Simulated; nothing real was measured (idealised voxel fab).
Module name: voxel capacitor over wiring (process module)
Section cut is 210 nm wide and gridded with 5 nm square cells.
Cross-section, as written here: a square-cell grid given band by band from the top down, where a band holds one or more rows of cells. Band: top height; bottom height; in nm. Then, left to right: material with width in nm, for each material. "edge to edge": a single material spanning edge to edge. "empty": empty space. We count height from 0. Below that, the starting wafer is all one material. The lowest band never ends at the bottom but goes on down; see "z 0 and below" for how that is written. When a width is written as two numbers, as in "30->40", the first number is the width in the top row of cells of the band and the second is the width in its bottom row, and the width changes by the same amount from each row to the next. Basically "no modifications" means that step didn't change any cell in the cross-section. Entry "Voids, fully enclosed" = empty spaces >= 8 cells with no open way to the top; each as width x height at distance, distance from left edge, all nm. Anything after a step's settings on that line? It's the simulator's own note about the step. overlay nm: how far to the right of its planned place the mask lay on this masked step (negative: to the left).
[List of planned process steps]
step 1: RECEIVE with material Si
step 2: CONFORMAL_DEP with material SiO2, thk nm 15
step 3: DIRECTIONAL_DEP with material TiN, thk nm 5
step 4: DIRECTIONAL_DEP with material W, thk nm 20
step 5: PATTERN with tone cover, mask id METAL_1, material resist, width nm 25, pitch nm 85, thk nm 15, overlay nm 0
step 6: DIRECTIONAL_ETCH with etch materials W, depth nm 20
step 7: DIRECTIONAL_ETCH with etch materials TiN, depth nm 5
step 8: STRIP with etch materials resist
step 9: CONFORMAL_DEP with material SiN, thk nm 5
step 10: FILL_DEP with material lowk, thk nm 5
step 11: CMP with height nm 40
step 12: CONFORMAL_DEP with material SiCN, thk nm 5
step 13: DIRECTIONAL_DEP with material lowk, thk nm 15
step 14: DIRECTIONAL_DEP with material aC, thk nm 15
step 15: PATTERN with tone open, mask id PLUG_1, material resist, width nm 15, thk nm 30, overlay nm 0
step 16: DIRECTIONAL_ETCH with etch materials aC, depth nm 15
step 17: STRIP with etch materials resist
step 18: DIRECTIONAL_ETCH with etch materials lowk, depth nm 15
step 19: DIRECTIONAL_ETCH with etch materials SiCN, depth nm 5
step 20: STRIP with etch materials aC
step 21: EPI with material Ru, thk nm 10
step 22: EPI with material Ru, thk nm 10
step 23: DIRECTIONAL_DEP with material TiN, thk nm 10
step 24: DIRECTIONAL_DEP with material SiN, thk nm 5
step 25: DIRECTIONAL_DEP with material TiN, thk nm 5
step 26: PATTERN with tone cover, mask id UPPER_PLATE, material resist, width nm 65, thk nm 15, overlay nm 0
step 27: DIRECTIONAL_ETCH with etch materials TiN, depth nm 5
step 28: DIRECTIONAL_ETCH with etch materials SiN, depth nm 5
step 29: STRIP with etch materials resist
step 30: PATTERN with tone cover, mask id LOWER_PLATE, material resist, width nm 75, thk nm 20, overlay nm 0
step 31: DIRECTIONAL_ETCH with etch materials TiN, depth nm 10
step 32: STRIP with etch materials resist
step 33: FILL_DEP with material SiO2, thk nm 15
step 34: CMP with height nm 90
step 35: DIRECTIONAL_DEP with material aC, thk nm 10
step 36: PATTERN with tone open, mask id PLUG_2, material resist, width nm 15, thk nm 30, overlay nm 0
step 37: DIRECTIONAL_ETCH with etch materials aC, depth nm 10
step 38: STRIP with etch materials resist
step 39: DIRECTIONAL_ETCH with etch materials SiO2, depth nm 10
step 40: STRIP with etch materials aC
step 41: CONFORMAL_DEP with material TiN, thk nm 5
step 42: FILL_DEP with material Ru, thk nm 10
step 43: CMP with height nm 90
step 44: CONFORMAL_DEP with material SiCN, thk nm 5
The width nm used in step 15 is not the same on every wafer, whereas the starting condition is; the value printed in the plan is the first wafer's.
[The as-received cross-section of the first of several wafers corresponds to the state after step 1]
  z 0 and below: Si edge to edge
  Voids, fully enclosed: none
[Here's the first of several wafers in cross-section, end of the module, after the last step, step 44]
  z 95 to 90: SiCN edge to edge
  z 90 to 85: SiO2 (70), then TiN (5), then Ru (5), then TiN (5), then SiO2 (125)
  z 85 to 75: SiO2 (70->60), then TiN (15->65), then SiO2 (125->85)
  z 75 to 70: SiO2 (60), then SiN (65), then SiO2 (85)
  z 70 to 60: SiO2 (55), then TiN (75), then SiO2 (80)
  z 60 to 45: lowk (60), then Ru (15), then lowk (135)
  z 45 to 40: SiCN (60), then Ru (15), then SiCN (135)
  z 40 to 20: lowk (45), then SiN (5), then W (25), then SiN (5), then lowk (50), then SiN (5), then W (25), then SiN (5), then lowk (45)
  z 20 to 15: SiN (50), then TiN (25), then SiN (60), then TiN (25), then SiN (50)
  z 15 to 0: SiO2 edge to edge
  z 0 and below: Si edge to edge
  Voids, fully enclosed: none
[Showing the last wafer in cross-section at the end of the module]
  z 95 to 90: SiCN edge to edge
  z 90 to 85: SiO2 (70), then TiN (5), then Ru (5), then TiN (5), then SiO2 (125)
  z 85 to 75: SiO2 (70->60), then TiN (15->65), then SiO2 (125->85)
  z 75 to 70: SiO2 (60), then SiN (65), then SiO2 (85)
  z 70 to 60: SiO2 (55), then TiN (75), then SiO2 (80)
  z 60 to 45: lowk (55), then Ru (30), then lowk (125)
  z 45 to 40: SiCN (55), then Ru (30), then SiCN (125)
  z 40 to 20: lowk (45), then SiN (5), then W (25), then SiN (5), then lowk (50), then SiN (5), then W (25), then SiN (5), then lowk (45)
  z 20 to 15: SiN (50), then TiN (25), then SiN (60), then TiN (25), then SiN (50)
  z 15 to 0: SiO2 edge to edge
  z 0 and below: Si edge to edge
  Voids, fully enclosed: none
[Note: the following table is arranged by wafer, a row apiece. Each row reports the end-of-module state: per material, cells gained (+) or cells lost (-) compared with the wafer as received; closed voids follow]
width nm 15, +13 Ru, +81 SiCN, +61 SiN, +316 SiO2, +58 TiN, +40 W, +229 lowk, Voids, fully enclosed: none
width nm 20, +17 Ru, +80 SiCN, +61 SiN, +316 SiO2, +58 TiN, +40 W, +226 lowk, Voids, fully enclosed: none
width nm 25, +21 Ru, +79 SiCN, +61 SiN, +316 SiO2, +58 TiN, +40 W, +223 lowk, Voids, fully enclosed: none
width nm 30, +25 Ru, +78 SiCN, +61 SiN, +316 SiO2, +58 TiN, +40 W, +220 lowk, Voids, fully enclosed: none
